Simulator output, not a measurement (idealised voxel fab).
Process module, titled voxel capacitor over wiring
For reference, the cross-section in this document is cut, with width 160 nm and square cells of 5 nm.
Cross-section, as written here: a square-cell grid given band by band from the top down, where a band holds one or more rows of cells.
Each band's line starts with the height of the band's top and of its bottom, in nm. Then come its materials from left to right, each with its width in nm. One material with "everywhere" fills the band from edge to edge. "blank" is empty space.
Height datum 0, below which the as-received substrate wafer is one material. Lowest band open at the bottom, running downward: "0 -> down".
Read "30->40" as a graded width: first number on top, second number at the bottom, same change between each pair of neighbouring rows.
Take "remains unaltered" at face value: in the step it is given for, the cross-section changed in none of its cells.
Entrapped void list: empty space of 8 cells or more with no open way to the top, each as width x height at its distance from the left edge, in nm
Whatever follows a step's settings on its line is a remark the simulator itself makes about that step.
A step's line can hold "overlay nm"; with a mask on that step, the setting says how far right of the planned place the mask lay, while a negative setting says it lay to the left.

[The following list gives the planned process steps]
| 1 | RECEIVE | material Si |
| 2 | CONFORMAL_DEP | material SiO2 | thk nm 10 |
| 3 | DIRECTIONAL_DEP | material TiN | thk nm 5 |
| 4 | DIRECTIONAL_DEP | material Ru | thk nm 15 |
| 5 | MASKED_ETCH | tone cover | mask id METAL_1 | width nm 20 | pitch nm 90 | etch materials Ru | depth nm 15 | overlay nm 0 |
| 6 | MASKED_ETCH | tone cover | mask id METAL_1 | width nm 15 | pitch nm 90 | etch materials TiN | depth nm 5 | overlay nm 0 |
| 7 | CONFORMAL_DEP | material SiN | thk nm 5 |
| 8 | FILL_DEP | material lowk | thk nm 5 |
| 9 | CMP | height nm 30 |
| 10 | CONFORMAL_DEP | material SiCN | thk nm 5 |
| 11 | DIRECTIONAL_DEP | material lowk | thk nm 20 |
| 12 | DIRECTIONAL_DEP | material aC | thk nm 10 |
| 13 | PATTERN | tone open | mask id PLUG_1 | material resist | width nm 15 | thk nm 25 | overlay nm 0 |
| 14 | DIRECTIONAL_ETCH | etch materials aC | depth nm 10 |
| 15 | STRIP | etch materials resist |
| 16 | DIRECTIONAL_ETCH | etch materials lowk | depth nm 20 |
| 17 | DIRECTIONAL_ETCH | etch materials SiCN | depth nm 5 |
| 18 | STRIP | etch materials aC |
| 19 | EPI | material Ru | thk nm 10 |
| 20 | EPI | material Ru | thk nm 10 |
| 21 | EPI | material Ru | thk nm 5 |
| 22 | DIRECTIONAL_DEP | material TiN | thk nm 10 |
| 23 | DIRECTIONAL_DEP | material Al2O3 | thk nm 5 |
| 24 | DIRECTIONAL_DEP | material TiN | thk nm 10 |
| 25 | MASKED_ETCH | tone cover | mask id UPPER_PLATE | width nm 75 | etch materials TiN | depth nm 10 | overlay nm 0 |
| 26 | MASKED_ETCH | tone cover | mask id UPPER_PLATE | width nm 75 | etch materials Al2O3 | depth nm 5 | overlay nm 0 |
| 27 | DIRECTIONAL_DEP | material aC | thk nm 15 |
| 28 | PATTERN | tone cover | mask id LOWER_PLATE | material resist | width nm 85 | thk nm 35 | overlay nm 0 |
| 29 | DIRECTIONAL_ETCH | etch materials aC | depth nm 15 |
| 30 | STRIP | etch materials resist |
| 31 | DIRECTIONAL_ETCH | etch materials TiN | depth nm 10 |
| 32 | STRIP | etch materials aC |
| 33 | FILL_DEP | material SiO2 | thk nm 20 |
| 34 | CMP | height nm 95 |
| 35 | PATTERN | tone open | mask id PLUG_2 | material resist | width nm 15 | thk nm 20 | overlay nm 0 |
| 36 | DIRECTIONAL_ETCH | etch materials SiO2 | depth nm 15 |
| 37 | STRIP | etch materials resist |
| 38 | CONFORMAL_DEP | material TiN | thk nm 5 |
| 39 | FILL_DEP | material Cu | thk nm 5 |
| 40 | CMP | height nm 95 |
| 41 | CONFORMAL_DEP | material SiCN | thk nm 5 |
The value of width nm given for step 6 in the plan refers to the first wafer; the wafers vary in this setting and are alike at the start.

[Cross-section of the first of several wafers as received (after step 1)]
- 0 -> down: Si everywhere
- Entrapped void list: none

[Per-wafer rows below. For each material: cells gained (+) or lost (-) since the wafer was received, as of end of module. Then: closed voids]
width nm 15; +15 Al2O3; +2 Cu; +39 Ru; +61 SiCN; +36 SiN; +232 SiO2; +79 TiN; +176 lowk; Entrapped void list: none
width nm 20; +15 Al2O3; +2 Cu; +39 Ru; +61 SiCN; +36 SiN; +232 SiO2; +79 TiN; +176 lowk; Entrapped void list: none
width nm 25; +15 Al2O3; +2 Cu; +39 Ru; +61 SiCN; +36 SiN; +232 SiO2; +81 TiN; +174 lowk; Entrapped void list: none
width nm 30; +15 Al2O3; +2 Cu; +39 Ru; +61 SiCN; +36 SiN; +232 SiO2; +83 TiN; +172 lowk; Entrapped void list: none
width nm 35; +15 Al2O3; +2 Cu; +39 Ru; +61 SiCN; +36 SiN; +232 SiO2; +85 TiN; +170 lowk; Entrapped void list: none
